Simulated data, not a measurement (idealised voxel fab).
process module | voxel air gaps
Section shown: cut. Width: 240 nm. Cell size: 5 nm, square.
When this document writes out a cross-section, it uses a grid of square cells and lists it as bands, beginning at the top and moving down, with a band standing for one or more rows of cells. Band: top and bottom heights (nm) first, top before bottom; then materials from left to right, widths in nm. "everywhere" marks a sole material filling the band edge to edge. "blank" denotes empty space. It should be noted that heights are counted from 0, beneath which the wafer as supplied is of one material throughout, and that the lowest band possesses no lower boundary but continues downward, as written in "from 0 down". Read "30 to 40" as a graded width: first number on top, second number at the bottom, same change between each pair of neighbouring rows. A step reported as "nothing changed" is a step in which no cell of the cross-section changed. What "Unvented internal voids" gives you is every empty space of 8 cells or more that is cut off from the top. Each appears as width x height at distance, with the distance taken from the left edge and width, height and distance all in nm. If you see something after the settings on a step's line, that's the simulator's own remark about that step. What "overlay nm" on a step's line means: if the step has a mask, that mask lay this far to the right of its planned place, or, when the value is negative, to the left.
THE FOLLOWING LIST GIVES THE PLANNED PROCESS STEPS
1) RECEIVE: material Si
2) CONFORMAL_DEP: material SiO2, thk nm 15
3) CONFORMAL_DEP: material SiN, thk nm 5
4) DIRECTIONAL_DEP: material SiO2, thk nm 35
5) DIRECTIONAL_DEP: material aC, thk nm 15
6) PATTERN: tone open, mask id LINES, material resist, width nm 15, pitch nm 45, thk nm 35, overlay nm 0
7) DIRECTIONAL_ETCH: etch materials aC, depth nm 15
8) STRIP: etch materials resist
9) DIRECTIONAL_ETCH: etch materials SiO2, depth nm 35
10) STRIP: etch materials aC
11) CONFORMAL_DEP: material TiN, thk nm 5
12) FILL_DEP: material Cu, thk nm 5
13) CMP: height nm 55
14) EPI: material Ru, thk nm 10
15) SELECTIVE_ETCH: etch materials SiO2, depth nm 45
16) CONFORMAL_DEP: material SiCN, thk nm 5
The wafers in this document start out alike and differ in the width nm applied at step 6; the plan shows the value used for the first wafer.
INCOMING STATE OF THE FIRST OF SEVERAL WAFERS IN CROSS-SECTION: AFTER STEP 1
  from 0 down: Si everywhere
  Unvented internal voids: none
LAST STEP OF THE MODULE IS STEP 16; AFTER IT, THE FIRST OF SEVERAL WAFERS IN CROSS-SECTION
  from 70 to 65: blank 30 nm  SiCN 180 nm  blank 30 nm
  from 65 to 55: blank 30 nm  SiCN 5 nm  Ru 35 nm  SiCN 10 nm  Ru 35 nm  SiCN 10 nm  Ru 35 nm  SiCN 10 nm  Ru 35 nm  SiCN 5 nm  blank 30 nm
  from 55 to 50: blank 30 nm  SiCN 15 nm  TiN 5 nm  Cu 5 nm  TiN 5 nm  SiCN 30 nm  TiN 5 nm  Cu 5 nm  TiN 5 nm  SiCN 30 nm  TiN 5 nm  Cu 5 nm  TiN 5 nm  SiCN 30 nm  TiN 5 nm  Cu 5 nm  TiN 5 nm  SiCN 15 nm  blank 30 nm
  from 50 to 25: blank 40 nm  SiCN 5 nm  TiN 5 nm  Cu 5 nm  TiN 5 nm  SiCN 5 nm  blank 20 nm  SiCN 5 nm  TiN 5 nm  Cu 5 nm  TiN 5 nm  SiCN 5 nm  blank 20 nm  SiCN 5 nm  TiN 5 nm  Cu 5 nm  TiN 5 nm  SiCN 5 nm  blank 20 nm  SiCN 5 nm  TiN 5 nm  Cu 5 nm  TiN 5 nm  SiCN 5 nm  blank 40 nm
  from 25 to 20: SiCN 45 nm  TiN 15 nm  SiCN 30 nm  TiN 15 nm  SiCN 30 nm  TiN 15 nm  SiCN 30 nm  TiN 15 nm  SiCN 45 nm
  from 20 to 15: SiN everywhere
  from 15 to 0: SiO2 everywhere
  from 0 down: Si everywhere
  Unvented internal voids: 20 x 25 at 65; 20 x 25 at 110; 20 x 25 at 155
LAST WAFER X-SEC, END OF MODULE
  from 70 to 65: blank 20 nm  SiCN 195 nm  blank 25 nm
  from 65 to 55: blank 20 nm  SiCN 5 nm  Ru 185 nm  SiCN 5 nm  blank 25 nm
  from 55 to 50: blank 20 nm  SiCN 15 nm  TiN 5 nm  Cu 20 nm  TiN 5 nm  SiO2 15 nm  TiN 5 nm  Cu 20 nm  TiN 5 nm  SiO2 15 nm  TiN 5 nm  Cu 20 nm  TiN 5 nm  SiO2 15 nm  TiN 5 nm  Cu 20 nm  TiN 5 nm  SiCN 15 nm  blank 25 nm
  from 50 to 25: blank 30 nm  SiCN 5 nm  TiN 5 nm  Cu 20 nm  TiN 5 nm  SiO2 15 nm  TiN 5 nm  Cu 20 nm  TiN 5 nm  SiO2 15 nm  TiN 5 nm  Cu 20 nm  TiN 5 nm  SiO2 15 nm  TiN 5 nm  Cu 20 nm  TiN 5 nm  SiCN 5 nm  blank 35 nm
  from 25 to 20: SiCN 35 nm  TiN 30 nm  SiO2 15 nm  TiN 30 nm  SiO2 15 nm  TiN 30 nm  SiO2 15 nm  TiN 30 nm  SiCN 40 nm
  from 20 to 15: SiN everywhere
  from 15 to 0: SiO2 everywhere
  from 0 down: Si everywhere
  Unvented internal voids: none
EACH WAFER AT THE END: CELLS OF EACH MATERIAL GAINED (+) OR LOST (-) SINCE IT WAS RECEIVED, THEN ITS CLOSED VOIDS
width nm 15; +24 Cu; +56 Ru; +152 SiCN; +48 SiN; +144 SiO2; +60 TiN; Unvented internal voids: 20 x 25 at 65; 20 x 25 at 110; 20 x 25 at 155
width nm 20; +48 Cu; +64 Ru; +140 SiCN; +48 SiN; +144 SiO2; +64 TiN; Unvented internal voids: 15 x 25 at 65; 15 x 25 at 110; 15 x 25 at 155
width nm 25; +72 Cu; +72 Ru; +74 SiCN; +48 SiN; +228 SiO2; +68 TiN; Unvented internal voids: none
width nm 30; +96 Cu; +74 Ru; +74 SiCN; +48 SiN; +207 SiO2; +72 TiN; Unvented internal voids: none
